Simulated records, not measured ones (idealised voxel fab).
The document below concerns the process module designated voxel fin reveal.
For reference, the cross-section in this document is cut, with width 205 nm and square cells of 5 nm.
For the purposes of this document, a cross-section shall be understood as a grid of square cells, specified as bands listed in top-to-bottom order, each band consisting of one or more rows of cells. What a band's entry tells you: where the top is and where the bottom is, as heights in nm, and after that what lies inside, material by material from left to right, each with its width in nm. Empty space is written as the word "air", and a single material marked with the word "full width" occupies the band from edge to edge. Below 0: as-received wafer, all one material; heights counted from there. Lowest band: no bottom, goes on down, written "from 0 down". Per-row width for "30..40": begins at first number (top row of band), ends at second number (bottom row), increment between rows held constant. Reading "nothing got changed" for a step: not a cell of the cross-section changed in it. The label "Cavities, sealed" introduces a list of the empty spaces, 8 cells or larger, that have no open way up to the top; each entry in it reads width x height at distance, where the distance is taken from the left edge and all three are stated in nm. Note: text after step settings on the step line = simulator remark on that step. "overlay nm" answers the question of how far to the right of plan the mask lay on a step that has a mask, and when it is negative the answer is to the left.

[Process steps (planned)]
1) RECEIVE with material Si
2) CONFORMAL_DEP with material SiN, thk nm 5
3) MASKED_ETCH with tone cover, mask id FINS, width nm 15, pitch nm 35, etch materials SiN, depth nm 5, overlay nm 0
4) MASKED_ETCH with tone cover, mask id FINS, width nm 15, pitch nm 35, etch materials Si, depth nm 30, overlay nm 0
5) FILL_DEP with material SiO2, thk nm 5
6) CMP with height nm 5
7) SELECTIVE_ETCH with etch materials SiO2, depth nm 25
8) STRIP with etch materials SiN
9) CONFORMAL_DEP with material HfO2, thk nm 5

[This is the cross-section of the wafer as we received it, i.e. after step 1]
- from 0 down  Si full width
- Cavities, sealed: none

[Sectioned view, first of two wafers, at the close of the module, processed as intended in the plan]
- from 5 to 0  70 of air, then 25 of HfO2, then 10 of air, then 25 of HfO2, then 75 of air
- from 0 to -15  70 of air, then 5 of HfO2, then 15 of Si, then 5 of HfO2, then 10 of air, then 5 of HfO2, then 15 of Si, then 5 of HfO2, then 75 of air
- from -15 to -20  75 of HfO2, then 15 of Si, then 20 of HfO2, then 15 of Si, then 80 of HfO2
- from -20 to -30  75 of SiO2, then 15 of Si, then 20 of SiO2, then 15 of Si, then 80 of SiO2
- from -30 down  Si full width
- Cavities, sealed: none

[Wafer two, end of module, cross-section. Same start, same plan as wafer one. One mistake in the run]
- from 5 to 0  70 of air, then 25 of SiO2, then 10 of air, then 25 of SiO2, then 75 of air
- from 0 to -15  70 of air, then 5 of SiO2, then 15 of Si, then 5 of SiO2, then 10 of air, then 5 of SiO2, then 15 of Si, then 5 of SiO2, then 75 of air
- from -15 to -30  75 of SiO2, then 15 of Si, then 20 of SiO2, then 15 of Si, then 80 of SiO2
- from -30 down  Si full width
- Cavities, sealed: none
The mistake made against the process plan was this: step 9 deviated from plan and actually ran as CONFORMAL_DEP with material SiO2, thk nm 5
The closing comparison, in cells, has the second wafer with more or fewer of some materials than the first: 57 fewer of HfO2; 57 more of SiO2
